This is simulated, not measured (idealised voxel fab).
process module | voxel self aligned contacts
cross-section cut | 270 nm wide | cells 5 nm
A cross-section is a grid of square cells, given in bands from the top down. A band is one or more rows of cells.
Each band's line starts with the height of the band's top and of its bottom, in nm. Then come its materials from left to right, each with its width in nm. One material with "throughout" fills the band from edge to edge. "air" is empty space.
Height 0 is the level under which the wafer as received is all one material. The lowest band goes on downwards, as in "0 down".
A width such as "30 to 40" changes by the same amount from each row of cells to the next, from the band's top row to its bottom row.
"no change" after a step means that no cell of the cross-section changed.
closed voids: empty space of 8 cells or more with no open way to the top, each as width x height at its distance from the left edge, in nm
after a step's settings: what the simulator itself notes on the step
overlay nm, on a step with a mask: how far to the right of its planned place the mask lay; to the left if negative
plan
1 op RECEIVE | material Si
2 op OXIDIZE | depth nm 5
3 op DIRECTIONAL_DEP | material polySi | thk nm 25
4 op DIRECTIONAL_DEP | material SiN | thk nm 20
5 op PATTERN | tone cover | mask id GATE | material resist | width nm 25 | pitch nm 70 | thk nm 20 | overlay nm 0
6 op DIRECTIONAL_ETCH | etch materials SiN | depth nm 20
7 op DIRECTIONAL_ETCH | etch materials polySi | depth nm 25
8 op STRIP | etch materials resist
9 op CONFORMAL_DEP | material SiN | thk nm 10
10 op DIRECTIONAL_ETCH | etch materials SiN | depth nm 10
11 op FILL_DEP | material SiO2 | thk nm 10
12 op CMP | height nm 50
13 op PATTERN | tone open | mask id CONTACT | material resist | width nm 55 | pitch nm 70 | thk nm 15 | overlay nm 0
14 op DIRECTIONAL_ETCH | etch materials SiO2 | depth nm 55
15 op STRIP | etch materials resist
16 op CONFORMAL_DEP | material TiN | thk nm 5
17 op FILL_DEP | material W | thk nm 10
18 op CMP | height nm 50
19 op CONFORMAL_DEP | material SiN | thk nm 5
as received, after step 1
  0 down: Si throughout
  closed voids: none
first wafer at the end, as planned
  55 to 50: SiN throughout
  50 to 45: SiO2 70 | TiN 20 | W 15 | TiN 20 | SiO2 15 | TiN 20 | W 15 | TiN 20 | SiO2 75
  45 to 25: SiO2 40 | SiN 45 | TiN 5 | W 15 | TiN 5 | SiN 45 | TiN 5 | W 15 | TiN 5 | SiN 45 | SiO2 45
  25 to 0: SiO2 40 | SiN 10 | polySi 25 | SiN 10 | TiN 5 | W 15 | TiN 5 | SiN 10 | polySi 25 | SiN 10 | TiN 5 | W 15 | TiN 5 | SiN 10 | polySi 25 | SiN 10 | SiO2 45
  0 to -5: SiO2 85 | TiN 25 | SiO2 45 | TiN 25 | SiO2 90
  -5 down: Si throughout
  closed voids: none
second wafer at the end: like start, like plan, one mistake
  55 to 50: SiN throughout
  50 to 35: SiO2 40 | SiN 45 | TiN 5 | W 15 | TiN 5 | SiN 45 | TiN 5 | W 15 | TiN 5 | SiN 45 | SiO2 45
  35 to 30: SiO2 40 | SiN 45 | TiN 25 | SiN 45 | TiN 25 | SiN 45 | SiO2 45
  30 to 25: SiN throughout
  25 to 0: polySi throughout
  0 to -5: SiO2 throughout
  -5 down: Si throughout
  closed voids: none
what went wrong: step 4 ran as: op DIRECTIONAL_DEP | material SiN | thk nm 25
at the end the second wafer has, in cells: 6 fewer of SiN | 107 fewer of SiO2 | 40 fewer of TiN | 42 fewer of W | 195 more of polySi
